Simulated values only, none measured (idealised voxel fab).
This section sets out a process module, namely voxel transistor to metal.
This is section cut - it's 145 nm across, gridded in 5 nm square cells.
Notation: cross-section as square-cell grid; stated in bands, top first, going down; one or more cell rows per band. Heads up on the band format: heights come first, top then bottom, in nm. After that it's the materials left to right, each with its width in nm. A single material flagged "throughout" fills the whole band edge to edge, and "empty" means there's empty space there. Ref level 0: as-received wafer is one material below here. Bottom band extends down with no lower bound ("0 nm and below"). Top row gets the first number, bottom row gets the second, and each row in between changes by the same step: that is how a band width like "30 to 40" works. The cross-section has no changed cell in any step marked "no modifications". Look at "Fully enclosed voids" for the closed voids: empty spaces with no open path to the top, sized 8 cells or up. Each is width x height at distance, distance from the left edge, all nm. What comes after the settings on a step's line is commentary from the simulator itself on that step. When a step includes a mask, the "overlay nm" setting on its line states how far to the right of its planned place that mask lay, and negative values state how far to the left. From here on the document is pairs. In a pair, the cross-section before one process step comes with the cross-section after it, and the latter goes no deeper than the lowest band that changed. What lies in between, the step and its settings, is written under the pair. A pair may be from a different run of this module on the same starting wafer than the pair above it, so it continues from that pair only where its entry headed "Ex-ante state" says so.

-- Ex-ante state
* 50 nm to 35 nm: 25 nm SiO2 / 20 nm empty / 50 nm SiO2 / 20 nm empty / 30 nm SiO2
* 35 nm to 25 nm: 25 nm SiO2 / 20 nm empty / 10 nm SiN / 5 nm SiO2 / 20 nm SiCN / 5 nm SiO2 / 10 nm SiN / 20 nm empty / 30 nm SiO2
* 25 nm to 0 nm: 25 nm SiO2 / 20 nm empty / 10 nm SiN / 5 nm SiO2 / 20 nm polySi / 5 nm SiO2 / 10 nm SiN / 20 nm empty / 30 nm SiO2
* 0 nm to -5 nm: 10 nm SiO2 / 35 nm pSi / 50 nm SiO2 / 35 nm pSi / 15 nm SiO2
* -5 nm to -20 nm: 20 nm SiO2 / 100 nm Si / 25 nm SiO2
* -20 nm and below: Si throughout
* Fully enclosed voids: none

-- Structure After Step
* 55 nm to 50 nm: 30 nm TiN / 10 nm empty / 60 nm TiN / 10 nm empty / 35 nm TiN
* 50 nm to 35 nm: 25 nm SiO2 / 5 nm TiN / 10 nm empty / 5 nm TiN / 50 nm SiO2 / 5 nm TiN / 10 nm empty / 5 nm TiN / 30 nm SiO2
* 35 nm to 25 nm: 25 nm SiO2 / 5 nm TiN / 10 nm empty / 5 nm TiN / 10 nm SiN / 5 nm SiO2 / 20 nm SiCN / 5 nm SiO2 / 10 nm SiN / 5 nm TiN / 10 nm empty / 5 nm TiN / 30 nm SiO2
* 25 nm to 5 nm: 25 nm SiO2 / 5 nm TiN / 10 nm empty / 5 nm TiN / 10 nm SiN / 5 nm SiO2 / 20 nm polySi / 5 nm SiO2 / 10 nm SiN / 5 nm TiN / 10 nm empty / 5 nm TiN / 30 nm SiO2
* 5 nm to 0 nm: 25 nm SiO2 / 20 nm TiN / 10 nm SiN / 5 nm SiO2 / 20 nm polySi / 5 nm SiO2 / 10 nm SiN / 20 nm TiN / 30 nm SiO2
* At heights below 0, the structure remains unaltered.
* Fully enclosed voids: none
Between the two cross-sections shown above, the process step is CONFORMAL_DEP, material TiN, thk nm 5

Ex-ante state: refer to the pair immediately above; the cross-section shown after its step is the state before this one.

-- Structure After Step
* 65 nm to 55 nm: W throughout
* 55 nm to 50 nm: 30 nm TiN / 10 nm W / 60 nm TiN / 10 nm W / 35 nm TiN
* 50 nm to 35 nm: 25 nm SiO2 / 5 nm TiN / 10 nm W / 5 nm TiN / 50 nm SiO2 / 5 nm TiN / 10 nm W / 5 nm TiN / 30 nm SiO2
* 35 nm to 25 nm: 25 nm SiO2 / 5 nm TiN / 10 nm W / 5 nm TiN / 10 nm SiN / 5 nm SiO2 / 20 nm SiCN / 5 nm SiO2 / 10 nm SiN / 5 nm TiN / 10 nm W / 5 nm TiN / 30 nm SiO2
* 25 nm to 5 nm: 25 nm SiO2 / 5 nm TiN / 10 nm W / 5 nm TiN / 10 nm SiN / 5 nm SiO2 / 20 nm polySi / 5 nm SiO2 / 10 nm SiN / 5 nm TiN / 10 nm W / 5 nm TiN / 30 nm SiO2
* At heights below 5, the structure remains unaltered.
* Fully enclosed voids: none
Between the two cross-sections shown above, the process step is FILL_DEP, material W, thk nm 10

Ex-ante state: refer to the pair immediately above; the cross-section shown after its step is the state before this one.

-- Structure After Step
* 50 nm to 35 nm: 25 nm SiO2 / 5 nm TiN / 10 nm W / 5 nm TiN / 50 nm SiO2 / 5 nm TiN / 10 nm W / 5 nm TiN / 30 nm SiO2
* At heights below 35, the structure remains unaltered.
* Fully enclosed voids: none
Between the two cross-sections shown above, the process step is CMP, height nm 50

Ex-ante state: refer to the pair immediately above; the cross-section shown after its step is the state before this one.

-- Structure After Step
* 55 nm to 50 nm: SiN throughout
* At heights below 50, the structure remains unaltered.
* Fully enclosed voids: none
Between the two cross-sections shown above, the process step is CONFORMAL_DEP, material SiN, thk nm 5

Ex-ante state: refer to the pair immediately above; the cross-section shown after its step is the state before this one.

-- Structure After Step
* 70 nm to 55 nm: lowk throughout
* At heights below 55, the structure remains unaltered.
* Fully enclosed voids: none
Between the two cross-sections shown above, the process step is DIRECTIONAL_DEP, material lowk, thk nm 15

Ex-ante state: refer to the pair immediately above; the cross-section shown after its step is the state before this one.

-- Structure After Step
* 70 nm to 55 nm: 25 nm lowk / 20 nm empty / 50 nm lowk / 20 nm empty / 30 nm lowk
* At heights below 55, the structure remains unaltered.
* Fully enclosed voids: none
Between the two cross-sections shown above, the process step is MASKED_ETCH, tone open, mask id METAL_1, width nm 20, pitch nm 70, etch materials lowk, depth nm 15, overlay nm 0

Ex-ante state: refer to the pair immediately above; the cross-section shown after its step is the state before this one.

-- Structure After Step
* 70 nm to 55 nm: 25 nm lowk / 20 nm empty / 50 nm lowk / 20 nm empty / 30 nm lowk
* 55 nm to 50 nm: 25 nm SiN / 20 nm empty / 50 nm SiN / 20 nm empty / 30 nm SiN
* At heights below 50, the structure remains unaltered.
* Fully enclosed voids: none
Between the two cross-sections shown above, the process step is MASKED_ETCH, tone open, mask id METAL_1, width nm 20, pitch nm 70, etch materials SiN, depth nm 5, overlay nm 0

Ex-ante state: refer to the pair immediately above; the cross-section shown after its step is the state before this one.

-- Structure After Step
* 75 nm to 70 nm: 30 nm TiN / 10 nm empty / 60 nm TiN / 10 nm empty / 35 nm TiN
* 70 nm to 55 nm: 25 nm lowk / 5 nm TiN / 10 nm empty / 5 nm TiN / 50 nm lowk / 5 nm TiN / 10 nm empty / 5 nm TiN / 30 nm lowk
* 55 nm to 50 nm: 25 nm SiN / 20 nm TiN / 50 nm SiN / 20 nm TiN / 30 nm SiN
* At heights below 50, the structure remains unaltered.
* Fully enclosed voids: none
Between the two cross-sections shown above, the process step is CONFORMAL_DEP, material TiN, thk nm 5

Ex-ante state: refer to the pair immediately above; the cross-section shown after its step is the state before this one.

-- Structure After Step
* 85 nm to 75 nm: Cu throughout
* 75 nm to 70 nm: 30 nm TiN / 10 nm Cu / 60 nm TiN / 10 nm Cu / 35 nm TiN
* 70 nm to 55 nm: 25 nm lowk / 5 nm TiN / 10 nm Cu / 5 nm TiN / 50 nm lowk / 5 nm TiN / 10 nm Cu / 5 nm TiN / 30 nm lowk
* At heights below 55, the structure remains unaltered.
* Fully enclosed voids: none
Between the two cross-sections shown above, the process step is FILL_DEP, material Cu, thk nm 10

Ex-ante state: refer to the pair immediately above; the cross-section shown after its step is the state before this one.

-- Structure After Step
* 70 nm to 55 nm: 25 nm lowk / 5 nm TiN / 10 nm Cu / 5 nm TiN / 50 nm lowk / 5 nm TiN / 10 nm Cu / 5 nm TiN / 30 nm lowk
* At heights below 55, the structure remains unaltered.
* Fully enclosed voids: none
Between the two cross-sections shown above, the process step is CMP, height nm 70

Ex-ante state: refer to the pair immediately above; the cross-section shown after its step is the state before this one.

-- Structure After Step
* 75 nm to 70 nm: SiCN throughout
* At heights below 70, the structure remains unaltered.
* Fully enclosed voids: none
Between the two cross-sections shown above, the process step is CONFORMAL_DEP, material SiCN, thk nm 5

Ex-ante state: refer to the pair immediately above; the cross-section shown after its step is the state before this one.

-- Structure After Step
* 105 nm to 75 nm: lowk throughout
* At heights below 75, the structure remains unaltered.
* Fully enclosed voids: none
Between the two cross-sections shown above, the process step is DIRECTIONAL_DEP, material lowk, thk nm 30

Ex-ante state: refer to the pair immediately above; the cross-section shown after its step is the state before this one.

-- Structure After Step
* 115 nm to 105 nm: aC throughout
* At heights below 105, the structure remains unaltered.
* Fully enclosed voids: none
Between the two cross-sections shown above, the process step is DIRECTIONAL_DEP, material aC, thk nm 10

Ex-ante state: refer to the pair immediately above; the cross-section shown after its step is the state before this one.

-- Structure After Step
* 145 nm to 115 nm: 25 nm resist / 20 nm empty / 50 nm resist / 20 nm empty / 30 nm resist
* At heights below 115, the structure remains unaltered.
* Fully enclosed voids: none
Between the two cross-sections shown above, the process step is PATTERN, tone open, mask id METAL_2, material resist, width nm 20, pitch nm 70, thk nm 30, overlay nm 0

Ex-ante state: refer to the pair immediately above; the cross-section shown after its step is the state before this one.

-- Structure After Step
* 135 nm to 115 nm: 25 nm resist / 20 nm empty / 50 nm resist / 20 nm empty / 30 nm resist
* 115 nm to 105 nm: 25 nm aC / 20 nm empty / 50 nm aC / 20 nm empty / 30 nm aC
* At heights below 105, the structure remains unaltered.
* Fully enclosed voids: none
Between the two cross-sections shown above, the process step is DIRECTIONAL_ETCH, etch materials aC, depth nm 10

Ex-ante state: refer to the pair immediately above; the cross-section shown after its step is the state before this one.

-- Structure After Step
* 115 nm to 105 nm: 25 nm aC / 20 nm empty / 50 nm aC / 20 nm empty / 30 nm aC
* At heights below 105, the structure remains unaltered.
* Fully enclosed voids: none
Between the two cross-sections shown above, the process step is STRIP, etch materials resist

Ex-ante state: refer to the pair immediately above; the cross-section shown after its step is the state before this one.

-- Structure After Step
* 115 nm to 105 nm: 25 nm aC / 20 nm empty / 50 nm aC / 20 nm empty / 30 nm aC
* 105 nm to 90 nm: 25 nm lowk / 20 nm empty / 50 nm lowk / 20 nm empty / 30 nm lowk
* At heights below 90, the structure remains unaltered.
* Fully enclosed voids: none
Between the two cross-sections shown above, the process step is DIRECTIONAL_ETCH, etch materials lowk, depth nm 15

Ex-ante state: refer to the pair immediately above; the cross-section shown after its step is the state before this one.

-- Structure After Step
* 105 nm to 90 nm: 25 nm lowk / 20 nm empty / 50 nm lowk / 20 nm empty / 30 nm lowk
* At heights below 90, the structure remains unaltered.
* Fully enclosed voids: none
Between the two cross-sections shown above, the process step is STRIP, etch materials aC

Ex-ante state: refer to the pair immediately above; the cross-section shown after its step is the state before this one.

-- Structure After Step
* 115 nm to 105 nm: 25 nm aC / 20 nm empty / 50 nm aC / 20 nm empty / 30 nm aC
* 105 nm to 100 nm: 25 nm lowk / 20 nm empty / 50 nm lowk / 20 nm empty / 30 nm lowk
* 100 nm to 90 nm: 25 nm lowk / 20 nm aC / 50 nm lowk / 20 nm aC / 30 nm lowk
* At heights below 90, the structure remains unaltered.
* Fully enclosed voids: none
Between the two cross-sections shown above, the process step is DIRECTIONAL_DEP, material aC, thk nm 10

Ex-ante state: refer to the pair immediately above; the cross-section shown after its step is the state before this one.

-- Structure After Step
* 145 nm to 115 nm: 25 nm resist / 15 nm empty / 55 nm resist / 15 nm empty / 35 nm resist
* 115 nm to 105 nm: 25 nm aC / 15 nm empty / 5 nm resist / 50 nm aC / 15 nm empty / 5 nm resist / 30 nm aC
* 105 nm to 100 nm: 25 nm lowk / 15 nm empty / 5 nm resist / 50 nm lowk / 15 nm empty / 5 nm resist / 30 nm lowk
* At heights below 100, the structure remains unaltered.
* Fully enclosed voids: none
Between the two cross-sections shown above, the process step is PATTERN, tone open, mask id METAL_2_HOLES, material resist, width nm 15, pitch nm 70, thk nm 30, overlay nm 0

Ex-ante state: refer to the pair immediately above; the cross-section shown after its step is the state before this one.

-- Structure After Step
* 135 nm to 115 nm: 25 nm resist / 15 nm empty / 55 nm resist / 15 nm empty / 35 nm resist
* 115 nm to 105 nm: 25 nm aC / 15 nm empty / 5 nm resist / 50 nm aC / 15 nm empty / 5 nm resist / 30 nm aC
* 105 nm to 100 nm: 25 nm lowk / 15 nm empty / 5 nm resist / 50 nm lowk / 15 nm empty / 5 nm resist / 30 nm lowk
* 100 nm to 90 nm: 25 nm lowk / 15 nm empty / 5 nm aC / 50 nm lowk / 15 nm empty / 5 nm aC / 30 nm lowk
* At heights below 90, the structure remains unaltered.
* Fully enclosed voids: none
Between the two cross-sections shown above, the process step is DIRECTIONAL_ETCH, etch materials aC, depth nm 10

Ex-ante state: refer to the pair immediately above; the cross-section shown after its step is the state before this one.

-- Structure After Step
* 115 nm to 105 nm: 25 nm aC / 20 nm empty / 50 nm aC / 20 nm empty / 30 nm aC
* 105 nm to 100 nm: 25 nm lowk / 20 nm empty / 50 nm lowk / 20 nm empty / 30 nm lowk
* At heights below 100, the structure remains unaltered.
* Fully enclosed voids: none
Between the two cross-sections shown above, the process step is STRIP, etch materials resist

Ex-ante state: refer to the pair immediately above; the cross-section shown after its step is the state before this one.

-- Structure After Step
* 115 nm to 105 nm: 25 nm aC / 20 nm empty / 50 nm aC / 20 nm empty / 30 nm aC
* 105 nm to 100 nm: 25 nm lowk / 20 nm empty / 50 nm lowk / 20 nm empty / 30 nm lowk
* 100 nm to 90 nm: 25 nm lowk / 15 nm empty / 5 nm aC / 50 nm lowk / 15 nm empty / 5 nm aC / 30 nm lowk
* 90 nm to 75 nm: 25 nm lowk / 15 nm empty / 55 nm lowk / 15 nm empty / 35 nm lowk
* At heights below 75, the structure remains unaltered.
* Fully enclosed voids: none
Between the two cross-sections shown above, the process step is DIRECTIONAL_ETCH, etch materials lowk, depth nm 15

Ex-ante state: refer to the pair immediately above; the cross-section shown after its step is the state before this one.

-- Structure After Step
* 115 nm to 105 nm: 25 nm aC / 20 nm empty / 50 nm aC / 20 nm empty / 30 nm aC
* 105 nm to 100 nm: 25 nm lowk / 20 nm empty / 50 nm lowk / 20 nm empty / 30 nm lowk
* 100 nm to 90 nm: 25 nm lowk / 15 nm empty / 5 nm aC / 50 nm lowk / 15 nm empty / 5 nm aC / 30 nm lowk
* 90 nm to 75 nm: 25 nm lowk / 15 nm empty / 55 nm lowk / 15 nm empty / 35 nm lowk
* 75 nm to 70 nm: 25 nm SiCN / 15 nm empty / 55 nm SiCN / 15 nm empty / 35 nm SiCN
* At heights below 70, the structure remains unaltered.
* Fully enclosed voids: none
Between the two cross-sections shown above, the process step is DIRECTIONAL_ETCH, etch materials SiCN, depth nm 5

Ex-ante state: refer to the pair immediately above; the cross-section shown after its step is the state before this one.

-- Structure After Step
* 105 nm to 90 nm: 25 nm lowk / 20 nm empty / 50 nm lowk / 20 nm empty / 30 nm lowk
* At heights below 90, the structure remains unaltered.
* Fully enclosed voids: none
Between the two cross-sections shown above, the process step is STRIP, etch materials aC

Ex-ante state: refer to the pair immediately above; the cross-section shown after its step is the state before this one.

-- Structure After Step
* 110 nm to 105 nm: 30 nm TiN / 10 nm empty / 60 nm TiN / 10 nm empty / 35 nm TiN
* 105 nm to 95 nm: 25 nm lowk / 5 nm TiN / 10 nm empty / 5 nm TiN / 50 nm lowk / 5 nm TiN / 10 nm empty / 5 nm TiN / 30 nm lowk
* 95 nm to 90 nm: 25 nm lowk / 5 nm TiN / 5 nm empty / 10 nm TiN / 50 nm lowk / 5 nm TiN / 5 nm empty / 10 nm TiN / 30 nm lowk
* 90 nm to 75 nm: 25 nm lowk / 5 nm TiN / 5 nm empty / 5 nm TiN / 55 nm lowk / 5 nm TiN / 5 nm empty / 5 nm TiN / 35 nm lowk
* 75 nm to 70 nm: 25 nm SiCN / 15 nm TiN / 55 nm SiCN / 15 nm TiN / 35 nm SiCN
* At heights below 70, the structure remains unaltered.
* Fully enclosed voids: none
Between the two cross-sections shown above, the process step is CONFORMAL_DEP, material TiN, thk nm 5

Ex-ante state: refer to the pair immediately above; the cross-section shown after its step is the state before this one.

-- Structure After Step
* 120 nm to 110 nm: Ru throughout
* 110 nm to 105 nm: 30 nm TiN / 10 nm Ru / 60 nm TiN / 10 nm Ru / 35 nm TiN
* 105 nm to 95 nm: 25 nm lowk / 5 nm TiN / 10 nm Ru / 5 nm TiN / 50 nm lowk / 5 nm TiN / 10 nm Ru / 5 nm TiN / 30 nm lowk
* 95 nm to 90 nm: 25 nm lowk / 5 nm TiN / 5 nm Ru / 10 nm TiN / 50 nm lowk / 5 nm TiN / 5 nm Ru / 10 nm TiN / 30 nm lowk
* 90 nm to 75 nm: 25 nm lowk / 5 nm TiN / 5 nm Ru / 5 nm TiN / 55 nm lowk / 5 nm TiN / 5 nm Ru / 5 nm TiN / 35 nm lowk
* At heights below 75, the structure remains unaltered.
* Fully enclosed voids: none
Between the two cross-sections shown above, the process step is FILL_DEP, material Ru, thk nm 10

Ex-ante state: refer to the pair immediately above; the cross-section shown after its step is the state before this one.

-- Structure After Step
* 105 nm to 95 nm: 25 nm lowk / 5 nm TiN / 10 nm Ru / 5 nm TiN / 50 nm lowk / 5 nm TiN / 10 nm Ru / 5 nm TiN / 30 nm lowk
* At heights below 95, the structure remains unaltered.
* Fully enclosed voids: none
Between the two cross-sections shown above, the process step is CMP, height nm 105

Ex-ante state: refer to the pair immediately above; the cross-section shown after its step is the state before this one.

-- Structure After Step
* 110 nm to 105 nm: SiCN throughout
* At heights below 105, the structure remains unaltered.
* Fully enclosed voids: none
Between the two cross-sections shown above, the process step is CONFORMAL_DEP, material SiCN, thk nm 5

-- Ex-ante state
* 45 nm to 35 nm: SiO2 throughout
* 35 nm to 25 nm: 45 nm SiO2 / 10 nm SiN / 5 nm SiO2 / 20 nm SiCN / 5 nm SiO2 / 10 nm SiN / 50 nm SiO2
* 25 nm to 5 nm: 45 nm SiO2 / 10 nm SiN / 5 nm SiO2 / 20 nm polySi / 5 nm SiO2 / 10 nm SiN / 50 nm SiO2
* 5 nm to 0 nm: 35 nm SiO2 / 10 nm pSi / 10 nm SiN / 5 nm SiO2 / 20 nm polySi / 5 nm SiO2 / 10 nm SiN / 10 nm pSi / 40 nm SiO2
* 0 nm to -5 nm: 15 nm SiO2 / 30 nm pSi / 50 nm SiO2 / 30 nm pSi / 20 nm SiO2
* -5 nm to -10 nm: 20 nm SiO2 / 25 nm pSi / 50 nm Si / 25 nm pSi / 25 nm SiO2
* -10 nm to -20 nm: 20 nm SiO2 / 100 nm Si / 25 nm SiO2
* -20 nm and below: Si throughout
* Fully enclosed voids: none

-- Structure After Step
* 30 nm to 25 nm: 45 nm SiO2 / 10 nm SiN / 5 nm SiO2 / 20 nm SiCN / 5 nm SiO2 / 10 nm SiN / 50 nm SiO2
* At heights below 25, the structure remains unaltered.
* Fully enclosed voids: none
Between the two cross-sections shown above, the process step is CMP, height nm 30

Ex-ante state: refer to the pair immediately above; the cross-section shown after its step is the state before this one.

-- Structure After Step
* 45 nm to 30 nm: SiO2 throughout
* At heights below 30, the structure remains unaltered.
* Fully enclosed voids: none
Between the two cross-sections shown above, the process step is DIRECTIONAL_DEP, material SiO2, thk nm 15

Ex-ante state: refer to the pair immediately above; the cross-section shown after its step is the state before this one.

-- Structure After Step
* 45 nm to 30 nm: 25 nm SiO2 / 20 nm empty / 50 nm SiO2 / 20 nm empty / 30 nm SiO2
* 30 nm to 25 nm: 25 nm SiO2 / 20 nm empty / 10 nm SiN / 5 nm SiO2 / 20 nm SiCN / 5 nm SiO2 / 10 nm SiN / 20 nm empty / 30 nm SiO2
* 25 nm to 5 nm: 25 nm SiO2 / 20 nm empty / 10 nm SiN / 5 nm SiO2 / 20 nm polySi / 5 nm SiO2 / 10 nm SiN / 20 nm empty / 30 nm SiO2
* 5 nm to 0 nm: 25 nm SiO2 / 10 nm empty / 10 nm pSi / 10 nm SiN / 5 nm SiO2 / 20 nm polySi / 5 nm SiO2 / 10 nm SiN / 10 nm pSi / 10 nm empty / 30 nm SiO2
* At heights below 0, the structure remains unaltered.
* Fully enclosed voids: none
Between the two cross-sections shown above, the process step is MASKED_ETCH, tone open, mask id CONTACT, width nm 20, pitch nm 70, etch materials SiO2, depth nm 50, overlay nm 0

Ex-ante state: refer to the pair immediately above; the cross-section shown after its step is the state before this one.

-- Structure After Step
* 50 nm to 45 nm: 30 nm TiN / 10 nm empty / 60 nm TiN / 10 nm empty / 35 nm TiN
* 45 nm to 30 nm: 25 nm SiO2 / 5 nm TiN / 10 nm empty / 5 nm TiN / 50 nm SiO2 / 5 nm TiN / 10 nm empty / 5 nm TiN / 30 nm SiO2
* 30 nm to 25 nm: 25 nm SiO2 / 5 nm TiN / 10 nm empty / 5 nm TiN / 10 nm SiN / 5 nm SiO2 / 20 nm SiCN / 5 nm SiO2 / 10 nm SiN / 5 nm TiN / 10 nm empty / 5 nm TiN / 30 nm SiO2
* 25 nm to 10 nm: 25 nm SiO2 / 5 nm TiN / 10 nm empty / 5 nm TiN / 10 nm SiN / 5 nm SiO2 / 20 nm polySi / 5 nm SiO2 / 10 nm SiN / 5 nm TiN / 10 nm empty / 5 nm TiN / 30 nm SiO2
* 10 nm to 5 nm: 25 nm SiO2 / 20 nm TiN / 10 nm SiN / 5 nm SiO2 / 20 nm polySi / 5 nm SiO2 / 10 nm SiN / 20 nm TiN / 30 nm SiO2
* 5 nm to 0 nm: 25 nm SiO2 / 10 nm TiN / 10 nm pSi / 10 nm SiN / 5 nm SiO2 / 20 nm polySi / 5 nm SiO2 / 10 nm SiN / 10 nm pSi / 10 nm TiN / 30 nm SiO2
* At heights below 0, the structure remains unaltered.
* Fully enclosed voids: none
Between the two cross-sections shown above, the process step is CONFORMAL_DEP, material TiN, thk nm 5

Ex-ante state: refer to the pair immediately above; the cross-section shown after its step is the state before this one.

-- Structure After Step
* 60 nm to 50 nm: W throughout
* 50 nm to 45 nm: 30 nm TiN / 10 nm W / 60 nm TiN / 10 nm W / 35 nm TiN
* 45 nm to 30 nm: 25 nm SiO2 / 5 nm TiN / 10 nm W / 5 nm TiN / 50 nm SiO2 / 5 nm TiN / 10 nm W / 5 nm TiN / 30 nm SiO2
* 30 nm to 25 nm: 25 nm SiO2 / 5 nm TiN / 10 nm W / 5 nm TiN / 10 nm SiN / 5 nm SiO2 / 20 nm SiCN / 5 nm SiO2 / 10 nm SiN / 5 nm TiN / 10 nm W / 5 nm TiN / 30 nm SiO2
* 25 nm to 10 nm: 25 nm SiO2 / 5 nm TiN / 10 nm W / 5 nm TiN / 10 nm SiN / 5 nm SiO2 / 20 nm polySi / 5 nm SiO2 / 10 nm SiN / 5 nm TiN / 10 nm W / 5 nm TiN / 30 nm SiO2
* At heights below 10, the structure remains unaltered.
* Fully enclosed voids: none
Between the two cross-sections shown above, the process step is FILL_DEP, material W, thk nm 10

Ex-ante state: refer to the pair immediately above; the cross-section shown after its step is the state before this one.

-- Structure After Step
* 50 nm to 45 nm: 30 nm TiN / 10 nm W / 60 nm TiN / 10 nm W / 35 nm TiN
* At heights below 45, the structure remains unaltered.
* Fully enclosed voids: none
Between the two cross-sections shown above, the process step is CMP, height nm 50

Ex-ante state: refer to the pair immediately above; the cross-section shown after its step is the state before this one.

-- Structure After Step
* 55 nm to 50 nm: SiN throughout
* At heights below 50, the structure remains unaltered.
* Fully enclosed voids: none
Between the two cross-sections shown above, the process step is CONFORMAL_DEP, material SiN, thk nm 5

Ex-ante state: refer to the pair immediately above; the cross-section shown after its step is the state before this one.

-- Structure After Step
* 70 nm to 55 nm: lowk throughout
* At heights below 55, the structure remains unaltered.
* Fully enclosed voids: none
Between the two cross-sections shown above, the process step is DIRECTIONAL_DEP, material lowk, thk nm 15

Ex-ante state: refer to the pair immediately above; the cross-section shown after its step is the state before this one.

-- Structure After Step
* 70 nm to 55 nm: 25 nm lowk / 20 nm empty / 50 nm lowk / 20 nm empty / 30 nm lowk
* At heights below 55, the structure remains unaltered.
* Fully enclosed voids: none
Between the two cross-sections shown above, the process step is MASKED_ETCH, tone open, mask id METAL_1, width nm 20, pitch nm 70, etch materials lowk, depth nm 15, overlay nm 0

Ex-ante state: refer to the pair immediately above; the cross-section shown after its step is the state before this one.

-- Structure After Step
* 70 nm to 55 nm: 25 nm lowk / 20 nm empty / 50 nm lowk / 20 nm empty / 30 nm lowk
* 55 nm to 50 nm: 25 nm SiN / 20 nm empty / 50 nm SiN / 20 nm empty / 30 nm SiN
* At heights below 50, the structure remains unaltered.
* Fully enclosed voids: none
Between the two cross-sections shown above, the process step is MASKED_ETCH, tone open, mask id METAL_1, width nm 20, pitch nm 70, etch materials SiN, depth nm 5, overlay nm 0

Ex-ante state: refer to the pair immediately above; the cross-section shown after its step is the state before this one.

-- Structure After Step
* 75 nm to 70 nm: 30 nm TiN / 10 nm empty / 60 nm TiN / 10 nm empty / 35 nm TiN
* 70 nm to 55 nm: 25 nm lowk / 5 nm TiN / 10 nm empty / 5 nm TiN / 50 nm lowk / 5 nm TiN / 10 nm empty / 5 nm TiN / 30 nm lowk
* 55 nm to 50 nm: 25 nm SiN / 20 nm TiN / 50 nm SiN / 20 nm TiN / 30 nm SiN
* At heights below 50, the structure remains unaltered.
* Fully enclosed voids: none
Between the two cross-sections shown above, the process step is CONFORMAL_DEP, material TiN, thk nm 5

Ex-ante state: refer to the pair immediately above; the cross-section shown after its step is the state before this one.

-- Structure After Step
* 85 nm to 75 nm: Cu throughout
* 75 nm to 70 nm: 30 nm TiN / 10 nm Cu / 60 nm TiN / 10 nm Cu / 35 nm TiN
* 70 nm to 55 nm: 25 nm lowk / 5 nm TiN / 10 nm Cu / 5 nm TiN / 50 nm lowk / 5 nm TiN / 10 nm Cu / 5 nm TiN / 30 nm lowk
* At heights below 55, the structure remains unaltered.
* Fully enclosed voids: none
Between the two cross-sections shown above, the process step is FILL_DEP, material Cu, thk nm 10

Ex-ante state: refer to the pair immediately above; the cross-section shown after its step is the state before this one.

-- Structure After Step
* 70 nm to 55 nm: 25 nm lowk / 5 nm TiN / 10 nm Cu / 5 nm TiN / 50 nm lowk / 5 nm TiN / 10 nm Cu / 5 nm TiN / 30 nm lowk
* At heights below 55, the structure remains unaltered.
* Fully enclosed voids: none
Between the two cross-sections shown above, the process step is CMP, height nm 70

Ex-ante state: refer to the pair immediately above; the cross-section shown after its step is the state before this one.

-- Structure After Step
* 75 nm to 70 nm: SiCN throughout
* At heights below 70, the structure remains unaltered.
* Fully enclosed voids: none
Between the two cross-sections shown above, the process step is CONFORMAL_DEP, material SiCN, thk nm 5

Ex-ante state: refer to the pair immediately above; the cross-section shown after its step is the state before this one.

-- Structure After Step
* 105 nm to 75 nm: lowk throughout
* At heights below 75, the structure remains unaltered.
* Fully enclosed voids: none
Between the two cross-sections shown above, the process step is DIRECTIONAL_DEP, material lowk, thk nm 30

Ex-ante state: refer to the pair immediately above; the cross-section shown after its step is the state before this one.

-- Structure After Step
* 115 nm to 105 nm: aC throughout
* At heights below 105, the structure remains unaltered.
* Fully enclosed voids: none
Between the two cross-sections shown above, the process step is DIRECTIONAL_DEP, material aC, thk nm 10

Ex-ante state: refer to the pair immediately above; the cross-section shown after its step is the state before this one.

-- Structure After Step
* 145 nm to 115 nm: 25 nm resist / 20 nm empty / 50 nm resist / 20 nm empty / 30 nm resist
* At heights below 115, the structure remains unaltered.
* Fully enclosed voids: none
Between the two cross-sections shown above, the process step is PATTERN, tone open, mask id METAL_2, material resist, width nm 20, pitch nm 70, thk nm 30, overlay nm 0

Ex-ante state: refer to the pair immediately above; the cross-section shown after its step is the state before this one.

-- Structure After Step
* 135 nm to 115 nm: 25 nm resist / 20 nm empty / 50 nm resist / 20 nm empty / 30 nm resist
* 115 nm to 105 nm: 25 nm aC / 20 nm empty / 50 nm aC / 20 nm empty / 30 nm aC
* At heights below 105, the structure remains unaltered.
* Fully enclosed voids: none
Between the two cross-sections shown above, the process step is DIRECTIONAL_ETCH, etch materials aC, depth nm 10

Ex-ante state: refer to the pair immediately above; the cross-section shown after its step is the state before this one.

-- Structure After Step
* 115 nm to 105 nm: 25 nm aC / 20 nm empty / 50 nm aC / 20 nm empty / 30 nm aC
* At heights below 105, the structure remains unaltered.
* Fully enclosed voids: none
Between the two cross-sections shown above, the process step is STRIP, etch materials resist

Ex-ante state: refer to the pair immediately above; the cross-section shown after its step is the state before this one.

-- Structure After Step
* 115 nm to 105 nm: 25 nm aC / 20 nm empty / 50 nm aC / 20 nm empty / 30 nm aC
* 105 nm to 90 nm: 25 nm lowk / 20 nm empty / 50 nm lowk / 20 nm empty / 30 nm lowk
* At heights below 90, the structure remains unaltered.
* Fully enclosed voids: none
Between the two cross-sections shown above, the process step is DIRECTIONAL_ETCH, etch materials lowk, depth nm 15

Ex-ante state: refer to the pair immediately above; the cross-section shown after its step is the state before this one.

-- Structure After Step
* 105 nm to 90 nm: 25 nm lowk / 20 nm empty / 50 nm lowk / 20 nm empty / 30 nm lowk
* At heights below 90, the structure remains unaltered.
* Fully enclosed voids: none
Between the two cross-sections shown above, the process step is STRIP, etch materials aC

Ex-ante state: refer to the pair immediately above; the cross-section shown after its step is the state before this one.

-- Structure After Step
* 115 nm to 105 nm: 25 nm aC / 20 nm empty / 50 nm aC / 20 nm empty / 30 nm aC
* 105 nm to 100 nm: 25 nm lowk / 20 nm empty / 50 nm lowk / 20 nm empty / 30 nm lowk
* 100 nm to 90 nm: 25 nm lowk / 20 nm aC / 50 nm lowk / 20 nm aC / 30 nm lowk
* At heights below 90, the structure remains unaltered.
* Fully enclosed voids: none
Between the two cross-sections shown above, the process step is DIRECTIONAL_DEP, material aC, thk nm 10

Ex-ante state: refer to the pair immediately above; the cross-section shown after its step is the state before this one.

-- Structure After Step
* 145 nm to 115 nm: 25 nm resist / 15 nm empty / 55 nm resist / 15 nm empty / 35 nm resist
* 115 nm to 105 nm: 25 nm aC / 15 nm empty / 5 nm resist / 50 nm aC / 15 nm empty / 5 nm resist / 30 nm aC
* 105 nm to 100 nm: 25 nm lowk / 15 nm empty / 5 nm resist / 50 nm lowk / 15 nm empty / 5 nm resist / 30 nm lowk
* At heights below 100, the structure remains unaltered.
* Fully enclosed voids: none
Between the two cross-sections shown above, the process step is PATTERN, tone open, mask id METAL_2_HOLES, material resist, width nm 15, pitch nm 70, thk nm 30, overlay nm 0
